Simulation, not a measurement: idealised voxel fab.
A process module follows: voxel local oxidation.
Displayed cross-section: cut, width of 255 nm, square cells sized 5 nm.
A cross-section is written here as square cells arranged in a grid, and it is given in bands from the top down, each band taking up one or more rows of cells.
Band: top height; bottom height; in nm. Then, left to right: material with width in nm, for each material. "everywhere": a single material spanning edge to edge. "air": empty space.
Height reference: 0 = level under which incoming wafer is all one material. Lowest band: no bottom, runs on downward, e.g. "z 0 and below".
Quick explanation for "30->40": the width changes in equal steps down the rows of cells, from the first number in the band's top row to the second number in its bottom row.
Any step labelled "no modifications" changed none of the cells in the cross-section.
The entry titled "Closed void catalog" provides the empty spaces that have no open way to the top, restricted to those of 8 cells or more. Each is presented as width x height at distance, the distance being measured from the left edge, with all three in nm.
It should be noted that, on the line of a given step, the content following the step's settings is a remark produced by the simulator itself with respect to that step.
The line of a step may include "overlay nm". On a step with a mask, this value is how far to the right of its planned place the mask lay. A negative value means the mask lay to the left.

**Process steps - plan**
| 1 | RECEIVE with material Si |
| 2 | CONFORMAL_DEP with material SiO2, thk nm 5 |
| 3 | CONFORMAL_DEP with material SiN, thk nm 15 |
| 4 | PATTERN with tone cover, mask id ACTIVE, material resist, width nm 95, thk nm 20, overlay nm 0 |
| 5 | DIRECTIONAL_ETCH with etch materials SiN, depth nm 15 |
| 6 | STRIP with etch materials resist |
| 7 | SELECTIVE_ETCH with etch materials SiO2, depth nm 5 |
| 8 | OXIDIZE with depth nm 10 |
| 9 | STRIP with etch materials SiN |

**Wafer as received: cross-section following step 1**
  z 0 and below | Si everywhere
  Closed void catalog: none

**First of two wafers at the end of the module, shown in cross-section; run carried out as planned**
  z 5 to 0 | air: 85 | SiO2: 85 | air: 85
  z 0 to -10 | SiO2: 95 | Si: 65 | SiO2: 95
  z -10 and below | Si everywhere
  Closed void catalog: none

**Second of two wafers, module complete, sectioned: it shares the first wafer's start and plan but was run with one mistake**
  z 5 to 0 | air: 75 | SiO2: 85 | air: 95
  z 0 to -10 | SiO2: 85 | Si: 65 | SiO2: 105
  z -10 and below | Si everywhere
  Closed void catalog: none
In executing the process, a mistake was made relative to the plan: step 4 did not use the planned setting and instead ran as PATTERN with tone cover, mask id ACTIVE, material resist, width nm 95, thk nm 20, overlay nm -10
Same inventory, different map: at the end, the second wafer holds as many cells of each material as the first, placed elsewhere.
